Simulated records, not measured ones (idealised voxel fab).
Name of the process module below: voxel double patterning
290 nm wide, 5 nm square cells: that's cross-section cut.
Just so we're on the same page, the cross-sections are grids of square cells, and they're listed out in bands top to bottom, each band one or more rows deep.
Top height, bottom height, nm. Materials left to right, width each, nm. Single material + "everywhere" = fills band edge to edge. "blank" = empty.
The reference from which all heights are counted is 0, the level beneath which the as-received wafer is entirely one material; the lowest band, having no lower bound, proceeds downward and is written after the example "0 down".
Read "30..40" as a graded width: first number on top, second number at the bottom, same change between each pair of neighbouring rows.
Any step labelled "all unchanged" changed none of the cells in the cross-section.
This entry, "Enclosed void listing", enumerates those empty regions of no fewer than 8 cells that possess no open connection to the top. Each region is reported in the form width x height at distance, the distance being taken from the left edge, with all three quantities expressed in nm.
Formally, on a step line, whatever follows the settings is a remark that the simulator itself makes on the step.
overlay nm: mask offset rightward from planned place, masked step; negative means leftward offset.
[Planned process steps]
1 RECEIVE, material Si
2 CONFORMAL_DEP, material SiO2, thk nm 5
3 DIRECTIONAL_DEP, material TiN, thk nm 10
4 DIRECTIONAL_DEP, material SiCN, thk nm 5
5 MASKED_ETCH, tone open, mask id FIRST, width nm 15, pitch nm 50, etch materials SiCN, depth nm 5, overlay nm 0
6 MASKED_ETCH, tone open, mask id SECOND, width nm 15, pitch nm 50, etch materials SiCN, depth nm 5, overlay nm 0
7 DIRECTIONAL_ETCH, etch materials TiN, depth nm 10
8 STRIP, etch materials SiCN
The plan's step 6 width nm is the first wafer's value; the wafers differ in this setting and start identical.
[Sectional view: first of several wafers, as received, after step 1]
    0 down: Si everywhere
    Enclosed void listing: none
[Per-wafer rows below. For each material: cells gained (+) or lost (-) since the wafer was received, as of end of module. Then: closed voids]
width nm 15; +58 SiO2; +86 TiN; Enclosed void listing: none
width nm 20; +58 SiO2; +82 TiN; Enclosed void listing: none
width nm 25; +58 SiO2; +78 TiN; Enclosed void listing: none
width nm 30; +58 SiO2; +74 TiN; Enclosed void listing: none
